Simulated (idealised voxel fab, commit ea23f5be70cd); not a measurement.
Presented below is a process module, voxel wiring stack.
Section cut is 185 nm wide and gridded with 5 nm square cells.
Notation: cross-section as square-cell grid; stated in bands, top first, going down; one or more cell rows per band. Band: top and bottom heights (nm) first, top before bottom; then materials from left to right, widths in nm. "throughout" marks a sole material filling the band edge to edge. "empty" denotes empty space. Where do heights start? At 0: under that level the wafer as delivered is made of one material only. And the lowest band has no floor; it just carries on downward, as in "0 -> down". The two numbers in a width such as "30->40" mark its ends across the band: the first belongs to the top row of cells, the second to the bottom row, and from each row to the next the width moves by the same amount. When a step is marked "no alteration", none of the cells in the cross-section changed during that step. What "Closed void register" gives you is every empty space of 8 cells or more that is cut off from the top. Each appears as width x height at distance, with the distance taken from the left edge and width, height and distance all in nm. The remark found on a step's line after its settings is issued by the simulator itself and pertains to that step. overlay nm: for a step with a mask, the amount by which the mask lay right of where it was planned; a negative amount means left of it.
**Process steps - plan**
- 1: RECEIVE with material Si
- 2: CONFORMAL_DEP with material SiO2, thk nm 15
- 3: DIRECTIONAL_DEP with material TiN, thk nm 5
- 4: DIRECTIONAL_DEP with material Ru, thk nm 25
- 5: PATTERN with tone cover, mask id METAL_1, material resist, width nm 30, pitch nm 45, thk nm 15, overlay nm 0
- 6: DIRECTIONAL_ETCH with etch materials Ru, depth nm 25
- 7: DIRECTIONAL_ETCH with etch materials TiN, depth nm 5
- 8: STRIP with etch materials resist
- 9: CONFORMAL_DEP with material SiCN, thk nm 5
- 10: FILL_DEP with material SiO2, thk nm 5
- 11: CMP with height nm 45
- 12: CONFORMAL_DEP with material SiCN, thk nm 5
- 13: DIRECTIONAL_DEP with material lowk, thk nm 10
- 14: DIRECTIONAL_DEP with material aC, thk nm 15
- 15: PATTERN with tone open, mask id PLUG_1, material resist, width nm 15, pitch nm 90, thk nm 30, overlay nm 0
- 16: DIRECTIONAL_ETCH with etch materials aC, depth nm 15
- 17: STRIP with etch materials resist
- 18: DIRECTIONAL_ETCH with etch materials lowk, depth nm 10
- 19: DIRECTIONAL_ETCH with etch materials SiCN, depth nm 5
- 20: STRIP with etch materials aC
- 21: EPI with material Ru, thk nm 10
- 22: EPI with material Ru, thk nm 5
- 23: CONFORMAL_DEP with material SiN, thk nm 5
- 24: DIRECTIONAL_DEP with material lowk, thk nm 25
- 25: MASKED_ETCH with tone open, mask id METAL_2, width nm 30, pitch nm 45, etch materials lowk, depth nm 25, overlay nm 0
- 26: MASKED_ETCH with tone open, mask id METAL_2, width nm 30, pitch nm 45, etch materials SiN, depth nm 5, overlay nm 0
- 27: CONFORMAL_DEP with material TiN, thk nm 5
- 28: FILL_DEP with material Cu, thk nm 5
- 29: CMP with height nm 90
- 30: EPI with material Ru, thk nm 5
- 31: FILL_DEP with material SiCN, thk nm 5
- 32: DIRECTIONAL_DEP with material lowk, thk nm 25
- 33: DIRECTIONAL_DEP with material aC, thk nm 15
- 34: PATTERN with tone open, mask id METAL_3_HOLES, material resist, width nm 15, pitch nm 45, thk nm 35, overlay nm 0
- 35: DIRECTIONAL_ETCH with etch materials aC, depth nm 15
- 36: STRIP with etch materials resist
- 37: DIRECTIONAL_ETCH with etch materials lowk, depth nm 25
- 38: STRIP with etch materials aC
- 39: DIRECTIONAL_DEP with material aC, thk nm 10
- 40: PATTERN with tone open, mask id METAL_3, material resist, width nm 30, pitch nm 45, thk nm 30, overlay nm 0
- 41: DIRECTIONAL_ETCH with etch materials aC, depth nm 10
- 42: STRIP with etch materials resist
- 43: DIRECTIONAL_ETCH with etch materials lowk, depth nm 15
- 44: DIRECTIONAL_ETCH with etch materials SiCN, depth nm 5
- 45: STRIP with etch materials aC
- 46: CONFORMAL_DEP with material TiN, thk nm 5
- 47: FILL_DEP with material Cu, thk nm 10
- 48: CMP with height nm 125
- 49: CONFORMAL_DEP with material SiN, thk nm 5
**First of two wafers, with the run carried out as planned**
**Cross-section, incoming material, after step 1**
- 0 -> down  Si throughout
- Closed void register: none
**The wafer, seen in cross-section, after step 2**
- 15 -> 0  SiO2 throughout
- Below 0, the layers are the same as they were.
**The wafer, seen in cross-section, after step 3**
- 20 -> 15  TiN throughout
- Below 15, the layers are the same as they were.
**The wafer, seen in cross-section, after step 4**
- 45 -> 20  Ru throughout
- Below 20, the layers are the same as they were.
**The wafer, seen in cross-section, after step 5**
- 60 -> 45  30 of empty; 30 of resist; 15 of empty; 30 of resist; 15 of empty; 30 of resist; 35 of empty
- Below 45, the layers are the same as they were.
**The wafer, seen in cross-section, after step 6**
- 60 -> 45  30 of empty; 30 of resist; 15 of empty; 30 of resist; 15 of empty; 30 of resist; 35 of empty
- 45 -> 20  30 of empty; 30 of Ru; 15 of empty; 30 of Ru; 15 of empty; 30 of Ru; 35 of empty
- Below 20, the layers are the same as they were.
**The wafer, seen in cross-section, after step 7**
- 60 -> 45  30 of empty; 30 of resist; 15 of empty; 30 of resist; 15 of empty; 30 of resist; 35 of empty
- 45 -> 20  30 of empty; 30 of Ru; 15 of empty; 30 of Ru; 15 of empty; 30 of Ru; 35 of empty
- 20 -> 15  30 of empty; 30 of TiN; 15 of empty; 30 of TiN; 15 of empty; 30 of TiN; 35 of empty
- Below 15, the layers are the same as they were.
**The wafer, seen in cross-section, after step 8**
- 45 -> 20  30 of empty; 30 of Ru; 15 of empty; 30 of Ru; 15 of empty; 30 of Ru; 35 of empty
- Below 20, the layers are the same as they were.
**The wafer, seen in cross-section, after step 9**
- 50 -> 45  25 of empty; 40 of SiCN; 5 of empty; 40 of SiCN; 5 of empty; 40 of SiCN; 30 of empty
- 45 -> 20  25 of empty; 5 of SiCN; 30 of Ru; 5 of SiCN; 5 of empty; 5 of SiCN; 30 of Ru; 5 of SiCN; 5 of empty; 5 of SiCN; 30 of Ru; 5 of SiCN; 30 of empty
- 20 -> 15  30 of SiCN; 30 of TiN; 15 of SiCN; 30 of TiN; 15 of SiCN; 30 of TiN; 35 of SiCN
- Below 15, the layers are the same as they were.
**The wafer, seen in cross-section, after step 10**
- 55 -> 50  SiO2 throughout
- 50 -> 45  25 of SiO2; 40 of SiCN; 5 of SiO2; 40 of SiCN; 5 of SiO2; 40 of SiCN; 30 of SiO2
- 45 -> 20  25 of SiO2; 5 of SiCN; 30 of Ru; 5 of SiCN; 5 of SiO2; 5 of SiCN; 30 of Ru; 5 of SiCN; 5 of SiO2; 5 of SiCN; 30 of Ru; 5 of SiCN; 30 of SiO2
- Below 20, the layers are the same as they were.
**The wafer, seen in cross-section, after step 11**
- 45 -> 20  25 of SiO2; 5 of SiCN; 30 of Ru; 5 of SiCN; 5 of SiO2; 5 of SiCN; 30 of Ru; 5 of SiCN; 5 of SiO2; 5 of SiCN; 30 of Ru; 5 of SiCN; 30 of SiO2
- Below 20, the layers are the same as they were.
**The wafer, seen in cross-section, after step 12**
- 50 -> 45  SiCN throughout
- Below 45, the layers are the same as they were.
**The wafer, seen in cross-section, after step 13**
- 60 -> 50  lowk throughout
- Below 50, the layers are the same as they were.
**The wafer, seen in cross-section, after step 14**
- 75 -> 60  aC throughout
- Below 60, the layers are the same as they were.
**The wafer, seen in cross-section, after step 15**
- 105 -> 75  30 of resist; 15 of empty; 75 of resist; 15 of empty; 50 of resist
- Below 75, the layers are the same as they were.
**The wafer, seen in cross-section, after step 16**
- 90 -> 75  30 of resist; 15 of empty; 75 of resist; 15 of empty; 50 of resist
- 75 -> 60  30 of aC; 15 of empty; 75 of aC; 15 of empty; 50 of aC
- Below 60, the layers are the same as they were.
**The wafer, seen in cross-section, after step 17**
- 75 -> 60  30 of aC; 15 of empty; 75 of aC; 15 of empty; 50 of aC
- Below 60, the layers are the same as they were.
**The wafer, seen in cross-section, after step 18**
- 75 -> 60  30 of aC; 15 of empty; 75 of aC; 15 of empty; 50 of aC
- 60 -> 50  30 of lowk; 15 of empty; 75 of lowk; 15 of empty; 50 of lowk
- Below 50, the layers are the same as they were.
**The wafer, seen in cross-section, after step 19**
- 75 -> 60  30 of aC; 15 of empty; 75 of aC; 15 of empty; 50 of aC
- 60 -> 50  30 of lowk; 15 of empty; 75 of lowk; 15 of empty; 50 of lowk
- 50 -> 45  30 of SiCN; 15 of empty; 75 of SiCN; 15 of empty; 50 of SiCN
- Below 45, the layers are the same as they were.
**The wafer, seen in cross-section, after step 20**
- 60 -> 50  30 of lowk; 15 of empty; 75 of lowk; 15 of empty; 50 of lowk
- Below 50, the layers are the same as they were.
**The wafer, seen in cross-section, after step 21**
- 60 -> 55  30 of lowk; 15 of empty; 75 of lowk; 15 of empty; 50 of lowk
- 55 -> 50  30 of lowk; 15 of Ru; 75 of lowk; 15 of Ru; 50 of lowk
- 50 -> 45  30 of SiCN; 15 of Ru; 75 of SiCN; 15 of Ru; 50 of SiCN
- Below 45, the layers are the same as they were.
**The wafer, seen in cross-section, after step 22**
- 60 -> 50  30 of lowk; 15 of Ru; 75 of lowk; 15 of Ru; 50 of lowk
- Below 50, the layers are the same as they were.
**The wafer, seen in cross-section, after step 23**
- 65 -> 60  SiN throughout
- Below 60, the layers are the same as they were.
**The wafer, seen in cross-section, after step 24**
- 90 -> 65  lowk throughout
- Below 65, the layers are the same as they were.
**The wafer, seen in cross-section, after step 25**
- 90 -> 65  30 of lowk; 30 of empty; 15 of lowk; 30 of empty; 15 of lowk; 30 of empty; 35 of lowk
- Below 65, the layers are the same as they were.
**The wafer, seen in cross-section, after step 26**
- 90 -> 65  30 of lowk; 30 of empty; 15 of lowk; 30 of empty; 15 of lowk; 30 of empty; 35 of lowk
- 65 -> 60  30 of SiN; 30 of empty; 15 of SiN; 30 of empty; 15 of SiN; 30 of empty; 35 of SiN
- Below 60, the layers are the same as they were.
**The wafer, seen in cross-section, after step 27**
- 95 -> 90  35 of TiN; 20 of empty; 25 of TiN; 20 of empty; 25 of TiN; 20 of empty; 40 of TiN
- 90 -> 65  30 of lowk; 5 of TiN; 20 of empty; 5 of TiN; 15 of lowk; 5 of TiN; 20 of empty; 5 of TiN; 15 of lowk; 5 of TiN; 20 of empty; 5 of TiN; 35 of lowk
- 65 -> 60  30 of SiN; 30 of TiN; 15 of SiN; 30 of TiN; 15 of SiN; 30 of TiN; 35 of SiN
- Below 60, the layers are the same as they were.
**The wafer, seen in cross-section, after step 28**
- 100 -> 95  Cu throughout
- 95 -> 90  35 of TiN; 20 of Cu; 25 of TiN; 20 of Cu; 25 of TiN; 20 of Cu; 40 of TiN
- 90 -> 65  30 of lowk; 5 of TiN; 20 of Cu; 5 of TiN; 15 of lowk; 5 of TiN; 20 of Cu; 5 of TiN; 15 of lowk; 5 of TiN; 20 of Cu; 5 of TiN; 35 of lowk
- Below 65, the layers are the same as they were.
**The wafer, seen in cross-section, after step 29**
- 90 -> 65  30 of lowk; 5 of TiN; 20 of Cu; 5 of TiN; 15 of lowk; 5 of TiN; 20 of Cu; 5 of TiN; 15 of lowk; 5 of TiN; 20 of Cu; 5 of TiN; 35 of lowk
- Below 65, the layers are the same as they were.
**The wafer, seen in cross-section, after step 30**
- 95 -> 90  25 of empty; 40 of Ru; 5 of empty; 40 of Ru; 5 of empty; 40 of Ru; 30 of empty
- Below 90, the layers are the same as they were.
**The wafer, seen in cross-section, after step 31**
- 100 -> 95  SiCN throughout
- 95 -> 90  25 of SiCN; 40 of Ru; 5 of SiCN; 40 of Ru; 5 of SiCN; 40 of Ru; 30 of SiCN
- Below 90, the layers are the same as they were.
**The wafer, seen in cross-section, after step 32**
- 125 -> 100  lowk throughout
- Below 100, the layers are the same as they were.
**The wafer, seen in cross-section, after step 33**
- 140 -> 125  aC throughout
- Below 125, the layers are the same as they were.
**The wafer, seen in cross-section, after step 34**
- 175 -> 140  30 of resist; 15 of empty; 30 of resist; 15 of empty; 30 of resist; 15 of empty; 50 of resist
- Below 140, the layers are the same as they were.
**The wafer, seen in cross-section, after step 35**
- 160 -> 140  30 of resist; 15 of empty; 30 of resist; 15 of empty; 30 of resist; 15 of empty; 50 of resist
- 140 -> 125  30 of aC; 15 of empty; 30 of aC; 15 of empty; 30 of aC; 15 of empty; 50 of aC
- Below 125, the layers are the same as they were.
**The wafer, seen in cross-section, after step 36**
- 140 -> 125  30 of aC; 15 of empty; 30 of aC; 15 of empty; 30 of aC; 15 of empty; 50 of aC
- Below 125, the layers are the same as they were.
**The wafer, seen in cross-section, after step 37**
- 140 -> 125  30 of aC; 15 of empty; 30 of aC; 15 of empty; 30 of aC; 15 of empty; 50 of aC
- 125 -> 100  30 of lowk; 15 of empty; 30 of lowk; 15 of empty; 30 of lowk; 15 of empty; 50 of lowk
- Below 100, the layers are the same as they were.
**The wafer, seen in cross-section, after step 38**
- 125 -> 100  30 of lowk; 15 of empty; 30 of lowk; 15 of empty; 30 of lowk; 15 of empty; 50 of lowk
- Below 100, the layers are the same as they were.
**The wafer, seen in cross-section, after step 39**
- 135 -> 125  30 of aC; 15 of empty; 30 of aC; 15 of empty; 30 of aC; 15 of empty; 50 of aC
- 125 -> 110  30 of lowk; 15 of empty; 30 of lowk; 15 of empty; 30 of lowk; 15 of empty; 50 of lowk
- 110 -> 100  30 of lowk; 15 of aC; 30 of lowk; 15 of aC; 30 of lowk; 15 of aC; 50 of lowk
- Below 100, the layers are the same as they were.
**The wafer, seen in cross-section, after step 40**
- 165 -> 135  30 of resist; 30 of empty; 15 of resist; 30 of empty; 15 of resist; 30 of empty; 35 of resist
- Below 135, the layers are the same as they were.
**The wafer, seen in cross-section, after step 41**
- 155 -> 135  30 of resist; 30 of empty; 15 of resist; 30 of empty; 15 of resist; 30 of empty; 35 of resist
- 135 -> 125  30 of aC; 30 of empty; 15 of aC; 30 of empty; 15 of aC; 30 of empty; 35 of aC
- 125 -> 100  30 of lowk; 15 of empty; 30 of lowk; 15 of empty; 30 of lowk; 15 of empty; 50 of lowk
- Below 100, the layers are the same as they were.
**The wafer, seen in cross-section, after step 42**
- 135 -> 125  30 of aC; 30 of empty; 15 of aC; 30 of empty; 15 of aC; 30 of empty; 35 of aC
- Below 125, the layers are the same as they were.
**The wafer, seen in cross-section, after step 43**
- 135 -> 125  30 of aC; 30 of empty; 15 of aC; 30 of empty; 15 of aC; 30 of empty; 35 of aC
- 125 -> 110  30 of lowk; 30 of empty; 15 of lowk; 30 of empty; 15 of lowk; 30 of empty; 35 of lowk
- Below 110, the layers are the same as they were.
**The wafer, seen in cross-section, after step 44**
- 135 -> 125  30 of aC; 30 of empty; 15 of aC; 30 of empty; 15 of aC; 30 of empty; 35 of aC
- 125 -> 110  30 of lowk; 30 of empty; 15 of lowk; 30 of empty; 15 of lowk; 30 of empty; 35 of lowk
- 110 -> 100  30 of lowk; 15 of empty; 30 of lowk; 15 of empty; 30 of lowk; 15 of empty; 50 of lowk
- 100 -> 95  30 of SiCN; 15 of empty; 30 of SiCN; 15 of empty; 30 of SiCN; 15 of empty; 50 of SiCN
- Below 95, the layers are the same as they were.
**The wafer, seen in cross-section, after step 45**
- 125 -> 110  30 of lowk; 30 of empty; 15 of lowk; 30 of empty; 15 of lowk; 30 of empty; 35 of lowk
- Below 110, the layers are the same as they were.
**The wafer, seen in cross-section, after step 46**
- 130 -> 125  35 of TiN; 20 of empty; 25 of TiN; 20 of empty; 25 of TiN; 20 of empty; 40 of TiN
- 125 -> 115  30 of lowk; 5 of TiN; 20 of empty; 5 of TiN; 15 of lowk; 5 of TiN; 20 of empty; 5 of TiN; 15 of lowk; 5 of TiN; 20 of empty; 5 of TiN; 35 of lowk
- 115 -> 110  30 of lowk; 5 of TiN; 5 of empty; 20 of TiN; 15 of lowk; 5 of TiN; 5 of empty; 20 of TiN; 15 of lowk; 5 of TiN; 5 of empty; 20 of TiN; 35 of lowk
- 110 -> 100  30 of lowk; 5 of TiN; 5 of empty; 5 of TiN; 30 of lowk; 5 of TiN; 5 of empty; 5 of TiN; 30 of lowk; 5 of TiN; 5 of empty; 5 of TiN; 50 of lowk
- 100 -> 95  30 of SiCN; 15 of TiN; 30 of SiCN; 15 of TiN; 30 of SiCN; 15 of TiN; 50 of SiCN
- Below 95, the layers are the same as they were.
**The wafer, seen in cross-section, after step 47**
- 140 -> 130  Cu throughout
- 130 -> 125  35 of TiN; 20 of Cu; 25 of TiN; 20 of Cu; 25 of TiN; 20 of Cu; 40 of TiN
- 125 -> 115  30 of lowk; 5 of TiN; 20 of Cu; 5 of TiN; 15 of lowk; 5 of TiN; 20 of Cu; 5 of TiN; 15 of lowk; 5 of TiN; 20 of Cu; 5 of TiN; 35 of lowk
- 115 -> 110  30 of lowk; 5 of TiN; 5 of Cu; 20 of TiN; 15 of lowk; 5 of TiN; 5 of Cu; 20 of TiN; 15 of lowk; 5 of TiN; 5 of Cu; 20 of TiN; 35 of lowk
- 110 -> 100  30 of lowk; 5 of TiN; 5 of Cu; 5 of TiN; 30 of lowk; 5 of TiN; 5 of Cu; 5 of TiN; 30 of lowk; 5 of TiN; 5 of Cu; 5 of TiN; 50 of lowk
- Below 100, the layers are the same as they were.
**The wafer, seen in cross-section, after step 48**
- 125 -> 115  30 of lowk; 5 of TiN; 20 of Cu; 5 of TiN; 15 of lowk; 5 of TiN; 20 of Cu; 5 of TiN; 15 of lowk; 5 of TiN; 20 of Cu; 5 of TiN; 35 of lowk
- Below 115, the layers are the same as they were.
**The wafer, seen in cross-section, after step 49**
- 130 -> 125  SiN throughout
- Below 125, the layers are the same as they were.
**Second wafer. Start and plan as for the first. One mistake made in running. Agrees with the first up to and including step 30**
**when step 31 should have ended**
- 120 -> 115  25 of empty; 40 of lowk; 5 of empty; 40 of lowk; 5 of empty; 40 of lowk; 30 of empty
- 115 -> 95  lowk throughout
- 95 -> 90  25 of lowk; 40 of Ru; 5 of lowk; 40 of Ru; 5 of lowk; 40 of Ru; 30 of lowk
- Below 90, the layers are the same as they were.
**when step 32 should have ended**
- 125 -> 120  SiCN throughout
- 120 -> 115  25 of SiCN; 40 of lowk; 5 of SiCN; 40 of lowk; 5 of SiCN; 40 of lowk; 30 of SiCN
- Below 115, the layers are the same as they were.
**when step 33 should have ended**
- 140 -> 125  aC throughout
- Below 125, the layers are the same as they were.
**when step 34 should have ended**
- 175 -> 140  30 of resist; 15 of empty; 30 of resist; 15 of empty; 30 of resist; 15 of empty; 50 of resist
- Below 140, the layers are the same as they were.
**when step 35 should have ended**
- 160 -> 140  30 of resist; 15 of empty; 30 of resist; 15 of empty; 30 of resist; 15 of empty; 50 of resist
- 140 -> 125  30 of aC; 15 of empty; 30 of aC; 15 of empty; 30 of aC; 15 of empty; 50 of aC
- Below 125, the layers are the same as they were.
**when step 36 should have ended**
- 140 -> 125  30 of aC; 15 of empty; 30 of aC; 15 of empty; 30 of aC; 15 of empty; 50 of aC
- Below 125, the layers are the same as they were.
when step 37 should have ended: no alteration
**when step 38 should have ended**
- 125 -> 120  SiCN throughout
- Below 120, the layers are the same as they were.
**when step 39 should have ended**
- 135 -> 125  aC throughout
- Below 125, the layers are the same as they were.
**when step 40 should have ended**
- 165 -> 135  30 of resist; 30 of empty; 15 of resist; 30 of empty; 15 of resist; 30 of empty; 35 of resist
- Below 135, the layers are the same as they were.
**when step 41 should have ended**
- 155 -> 135  30 of resist; 30 of empty; 15 of resist; 30 of empty; 15 of resist; 30 of empty; 35 of resist
- 135 -> 125  30 of aC; 30 of empty; 15 of aC; 30 of empty; 15 of aC; 30 of empty; 35 of aC
- Below 125, the layers are the same as they were.
**when step 42 should have ended**
- 135 -> 125  30 of aC; 30 of empty; 15 of aC; 30 of empty; 15 of aC; 30 of empty; 35 of aC
- Below 125, the layers are the same as they were.
when step 43 should have ended: no alteration
**when step 44 should have ended**
- 135 -> 125  30 of aC; 30 of empty; 15 of aC; 30 of empty; 15 of aC; 30 of empty; 35 of aC
- 125 -> 120  30 of SiCN; 30 of empty; 15 of SiCN; 30 of empty; 15 of SiCN; 30 of empty; 35 of SiCN
- Below 120, the layers are the same as they were.
**when step 45 should have ended**
- 125 -> 120  30 of SiCN; 30 of empty; 15 of SiCN; 30 of empty; 15 of SiCN; 30 of empty; 35 of SiCN
- Below 120, the layers are the same as they were.
**when step 46 should have ended**
- 130 -> 125  35 of TiN; 20 of empty; 25 of TiN; 20 of empty; 25 of TiN; 20 of empty; 40 of TiN
- 125 -> 120  30 of SiCN; 30 of TiN; 15 of SiCN; 30 of TiN; 15 of SiCN; 30 of TiN; 35 of SiCN
- Below 120, the layers are the same as they were.
**when step 47 should have ended**
- 140 -> 130  Cu throughout
- 130 -> 125  35 of TiN; 20 of Cu; 25 of TiN; 20 of Cu; 25 of TiN; 20 of Cu; 40 of TiN
- Below 125, the layers are the same as they were.
**when step 48 should have ended**
- 125 -> 120  30 of SiCN; 30 of TiN; 15 of SiCN; 30 of TiN; 15 of SiCN; 30 of TiN; 35 of SiCN
- Below 120, the layers are the same as they were.
**when step 49 should have ended**
- 130 -> 125  SiN throughout
- Below 125, the layers are the same as they were.
Want to know what went wrong? steps 31 and 32 got flipped, so each one ran where the other should have
at the end the second wafer has, in cells: Cu -33, SiCN -9, TiN -30, lowk +72
